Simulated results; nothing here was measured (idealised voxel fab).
You're looking at the process module voxel double patterning.
This is section cut - it's 280 nm across, gridded in 5 nm square cells.
A cross-section in this document is a grid of square cells, and it is written down as bands, the top band listed before the ones below it; a band is made up of one or more rows of cells.
It is stipulated that each band's entry specify, in nanometres, the height of the top of the band and then that of its bottom, followed by the materials of the band in left-to-right sequence, each together with its width in nanometres. A single material marked by the word "full width" is understood to fill the band from edge to edge; the word "blank" is understood to denote empty space.
Heights are reckoned from 0. Under this level, the received wafer is all of one material. The bottommost band is open-ended downward, for example "top 0, no bottom".
Width: "30 to 40" (first number = top row, second number = bottom row, same change from row to row of cells).
When a step is marked "left unchanged", none of the cells in the cross-section changed during that step.
"Enclosed internal voids" enumerates empty spaces isolated from the top, with no open way to it, that contain at least 8 cells, giving each as width x height at distance from the left edge, all three in nm.
after a step's settings: what the simulator itself notes on the step
The line of a step may include "overlay nm". On a step with a mask, this value is how far to the right of its planned place the mask lay. A negative value means the mask lay to the left.

[Process steps (planned)]
1. RECEIVE, material Si
2. CONFORMAL_DEP, material SiN, thk nm 10
3. DIRECTIONAL_DEP, material SiO2, thk nm 20
4. DIRECTIONAL_DEP, material SiCN, thk nm 10
5. MASKED_ETCH, tone open, mask id FIRST, width nm 15, pitch nm 50, etch materials SiCN, depth nm 10, overlay nm 0
6. MASKED_ETCH, tone open, mask id SECOND, width nm 15, pitch nm 50, etch materials SiCN, depth nm 10, overlay nm 0
7. DIRECTIONAL_ETCH, etch materials SiO2, depth nm 20
8. STRIP, etch materials SiCN

[Cross-section, incoming material, after step 1]
top 0, no bottom | Si full width
Enclosed internal voids: none

[Cross-section: first of two wafers, module finished, run according to plan]
top 30, bottom 10 | SiO2=80; blank=15; SiO2=10; blank=15; SiO2=10; blank=15; SiO2=10; blank=15; SiO2=10; blank=15; SiO2=85
top 10, bottom 0 | SiN full width
top 0, no bottom | Si full width
Enclosed internal voids: none

[What the second wafer looks like in cross-section once the module is done. Its start and its plan matched the first wafer's exactly; what differed was one mistake in how it was run]
top 30, bottom 20 | SiN full width
top 20, bottom 0 | SiO2 full width
top 0, no bottom | Si full width
Enclosed internal voids: none
Here's what went sideways: so 2 and 3 got swapped relative to the plan, each ran where the other was supposed to
Bottom line after processing is that, in cells, the second wafer is up or down on some materials versus the first: +60 SiO2
